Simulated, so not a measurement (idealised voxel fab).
The following process module bears the name voxel capacitor over wiring.
The width of the displayed cross-section, cut, is 190 nm; its cells are square, with a size of 5 nm.
Throughout this document, each cross-section is represented as a grid of square cells and is presented as a sequence of bands enumerated from the top downward, where a band comprises one or more rows of cells.
The band entry comprises the height of the band's top followed by the height of its bottom, expressed in nm, and subsequently the band's materials from left to right, each stated together with its width in nm. Where a single material is marked with the word "throughout", that material fills the band from edge to edge. The word "air" represents empty space.
Convention: height 0 is the level below which the wafer, as received, is all one material. The lowest band does not terminate at the bottom but continues downward, represented as "0 and below".
The width entry "30..40" should be interpreted row by row: the top row of cells in the band takes the first number, the bottom row takes the second number, and the change between adjacent rows is uniform throughout.
No cell of the cross-section changed in a step that is given as "all unchanged".
This entry, "Catalogued sealed voids", enumerates those empty regions of no fewer than 8 cells that possess no open connection to the top. Each region is reported in the form width x height at distance, the distance being taken from the left edge, with all three quantities expressed in nm.
On a step's line, text after the settings is the simulator commenting on that step.
If you see "overlay nm" on a step's line and that step has a mask, it's telling you how far right of where it was planned the mask ended up; a negative number means it went left instead.
# Listed below are the process steps as planned
- 1: RECEIVE with material Si
- 2: CONFORMAL_DEP with material SiO2, thk nm 15
- 3: DIRECTIONAL_DEP with material TiN, thk nm 5
- 4: DIRECTIONAL_DEP with material Ru, thk nm 20
- 5: DIRECTIONAL_DEP with material aC, thk nm 10
- 6: PATTERN with tone cover, mask id METAL_1, material resist, width nm 20, pitch nm 70, thk nm 25, overlay nm 0
- 7: DIRECTIONAL_ETCH with etch materials aC, depth nm 10
- 8: STRIP with etch materials resist
- 9: DIRECTIONAL_ETCH with etch materials Ru, depth nm 20
- 10: DIRECTIONAL_ETCH with etch materials TiN, depth nm 5
- 11: STRIP with etch materials aC
- 12: CONFORMAL_DEP with material SiN, thk nm 5
- 13: FILL_DEP with material SiO2, thk nm 10
- 14: CMP with height nm 40
- 15: CONFORMAL_DEP with material SiCN, thk nm 5
- 16: DIRECTIONAL_DEP with material lowk, thk nm 10
- 17: MASKED_ETCH with tone open, mask id PLUG_1, width nm 15, etch materials lowk, depth nm 10, overlay nm 0
- 18: MASKED_ETCH with tone open, mask id PLUG_1, width nm 15, etch materials SiCN, depth nm 5, overlay nm -15
- 19: EPI with material Ru, thk nm 10
- 20: EPI with material Ru, thk nm 5
- 21: DIRECTIONAL_DEP with material TiN, thk nm 5
- 22: DIRECTIONAL_DEP with material HfO2, thk nm 5
- 23: DIRECTIONAL_DEP with material TiN, thk nm 5
- 24: DIRECTIONAL_DEP with material aC, thk nm 10
- 25: PATTERN with tone cover, mask id UPPER_PLATE, material resist, width nm 55, thk nm 30, overlay nm 0
- 26: DIRECTIONAL_ETCH with etch materials aC, depth nm 10
- 27: STRIP with etch materials resist
- 28: DIRECTIONAL_ETCH with etch materials TiN, depth nm 5
- 29: DIRECTIONAL_ETCH with etch materials HfO2, depth nm 5
- 30: STRIP with etch materials aC
- 31: MASKED_ETCH with tone cover, mask id LOWER_PLATE, width nm 65, etch materials TiN, depth nm 5, overlay nm 0
- 32: FILL_DEP with material SiO2, thk nm 15
- 33: CMP with height nm 80
- 34: PATTERN with tone open, mask id PLUG_2, material resist, width nm 15, thk nm 15, overlay nm 0
- 35: DIRECTIONAL_ETCH with etch materials SiO2, depth nm 10
- 36: STRIP with etch materials resist
- 37: CONFORMAL_DEP with material TiN, thk nm 5
- 38: FILL_DEP with material Cu, thk nm 5
- 39: CMP with height nm 80
- 40: CONFORMAL_DEP with material SiN, thk nm 5
For clarity, it should be stated that the wafers under discussion commence in an identical condition and differ with respect to the overlay nm of step 18, the plan indicating the value that the first wafer had.
# Cross-section: the first of several wafers in its as-received state, i.e. following step 1
    0 and below | Si throughout
    Catalogued sealed voids: none
# Gained (+) or lost (-) cells of each material since receipt, then closed voids: one row per wafer, at the end of the module
overlay nm -15; +1 Cu; +11 HfO2; +32 Ru; +38 SiCN; +84 SiN; +373 SiO2; +37 TiN; +70 lowk; Catalogued sealed voids: none
overlay nm -10; +1 Cu; +11 HfO2; +39 Ru; +37 SiCN; +84 SiN; +367 SiO2; +37 TiN; +70 lowk; Catalogued sealed voids: none
overlay nm -5; +1 Cu; +11 HfO2; +40 Ru; +36 SiCN; +84 SiN; +367 SiO2; +37 TiN; +70 lowk; Catalogued sealed voids: none
overlay nm 0; +1 Cu; +11 HfO2; +41 Ru; +35 SiCN; +84 SiN; +367 SiO2; +37 TiN; +70 lowk; Catalogued sealed voids: none
overlay nm 5; +1 Cu; +11 HfO2; +40 Ru; +36 SiCN; +84 SiN; +367 SiO2; +37 TiN; +70 lowk; Catalogued sealed voids: none
overlay nm 10; +1 Cu; +11 HfO2; +39 Ru; +37 SiCN; +84 SiN; +367 SiO2; +37 TiN; +70 lowk; Catalogued sealed voids: none
overlay nm 15; +1 Cu; +11 HfO2; +32 Ru; +38 SiCN; +84 SiN; +373 SiO2; +37 TiN; +70 lowk; Catalogued sealed voids: none
